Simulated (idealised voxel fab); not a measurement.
Module name: voxel tone inversion (process module)
FYI the section here is cut, 290 nm wide, cells are 5 nm squares.
Notation: cross-section as square-cell grid; stated in bands, top first, going down; one or more cell rows per band. The band entry comprises the height of the band's top followed by the height of its bottom, expressed in nm, and subsequently the band's materials from left to right, each stated together with its width in nm. Where a single material is marked with the word "full width", that material fills the band from edge to edge. The word "air" represents empty space. Height reference: 0 = level under which incoming wafer is all one material. Lowest band: no bottom, runs on downward, e.g. "z 0 and below". A width given as "30 to 40" starts at the first number in the band's top row and ends at the second number in its bottom row, shifting by an equal amount at every step from row to row. "no modification" means the step left every cell of the cross-section as it was. "Fully sealed voids" specifies each empty space that is not open to the top and that occupies no fewer than 8 cells, using the form width x height at distance, the distance measured from the left edge and all three quantities in nm. Read whatever lies past the settings on a step's line as the simulator's own remark about the step. On any step carrying a mask, the "overlay nm" setting, if present on the step's line, tells how far right of its planned place the mask lay; negative values point to the left.
**Here's what the planned process steps look like**
1. RECEIVE | material Si
2. CONFORMAL_DEP | material SiCN | thk nm 5
3. DIRECTIONAL_DEP | material polySi | thk nm 15
4. PATTERN | tone cover | mask id POSTS | material resist | width nm 20 | pitch nm 45 | thk nm 25 | overlay nm 0
5. DIRECTIONAL_ETCH | etch materials polySi | depth nm 15
6. STRIP | etch materials resist
7. FILL_DEP | material SiO2 | thk nm 10
8. CMP | height nm 20
9. STRIP | etch materials polySi
**Concerning the first of two wafers, which was run in accordance with the plan**
**as received, after step 1**
  z 0 and below | Si full width
  Fully sealed voids: none
**The wafer in cross-section once step 2 is complete**
  z 5 to 0 | SiCN full width
  Heights below 0 show no change.
**The wafer in cross-section once step 3 is complete**
  z 20 to 5 | polySi full width
  Heights below 5 show no change.
**The wafer in cross-section once step 4 is complete**
  z 45 to 20 | air=110  resist=20  air=25  resist=20  air=115
  Heights below 20 show no change.
**The wafer in cross-section once step 5 is complete**
  z 45 to 20 | air=110  resist=20  air=25  resist=20  air=115
  z 20 to 5 | air=110  polySi=20  air=25  polySi=20  air=115
  Heights below 5 show no change.
**The wafer in cross-section once step 6 is complete**
  z 20 to 5 | air=110  polySi=20  air=25  polySi=20  air=115
  Heights below 5 show no change.
**The wafer in cross-section once step 7 is complete**
  z 30 to 20 | SiO2 full width
  z 20 to 5 | SiO2=110  polySi=20  SiO2=25  polySi=20  SiO2=115
  Heights below 5 show no change.
**The wafer in cross-section once step 8 is complete**
  z 20 to 5 | SiO2=110  polySi=20  SiO2=25  polySi=20  SiO2=115
  Heights below 5 show no change.
**The wafer in cross-section once step 9 is complete**
  z 20 to 5 | SiO2=110  air=20  SiO2=25  air=20  SiO2=115
  Heights below 5 show no change.
**The Second Wafer: Common Origin and Plan, One Mistake in Execution, Identical to the First Through Step 3**
**X-section, second wafer, when step 4 was due to finish**
  z 45 to 20 | air=105  resist=30  air=15  resist=30  air=110
  Heights below 20 show no change.
**X-section, second wafer, when step 5 was due to finish**
  z 45 to 20 | air=105  resist=30  air=15  resist=30  air=110
  z 20 to 5 | air=105  polySi=30  air=15  polySi=30  air=110
  Heights below 5 show no change.
**X-section, second wafer, when step 6 was due to finish**
  z 20 to 5 | air=105  polySi=30  air=15  polySi=30  air=110
  Heights below 5 show no change.
**X-section, second wafer, when step 7 was due to finish**
  z 30 to 20 | SiO2 full width
  z 20 to 5 | SiO2=105  polySi=30  SiO2=15  polySi=30  SiO2=110
  Heights below 5 show no change.
**X-section, second wafer, when step 8 was due to finish**
  z 20 to 5 | SiO2=105  polySi=30  SiO2=15  polySi=30  SiO2=110
  Heights below 5 show no change.
**X-section, second wafer, when step 9 was due to finish**
  z 20 to 5 | SiO2=105  air=30  SiO2=15  air=30  SiO2=110
  Heights below 5 show no change.
What was done differently from what was planned? for step 4, the planned setting was not used; the step was instead run as PATTERN | tone cover | mask id POSTS | material resist | width nm 30 | pitch nm 45 | thk nm 25 | overlay nm 0
The closing comparison, in cells, has the second wafer with more or fewer of some materials than the first: 12 fewer of SiO2
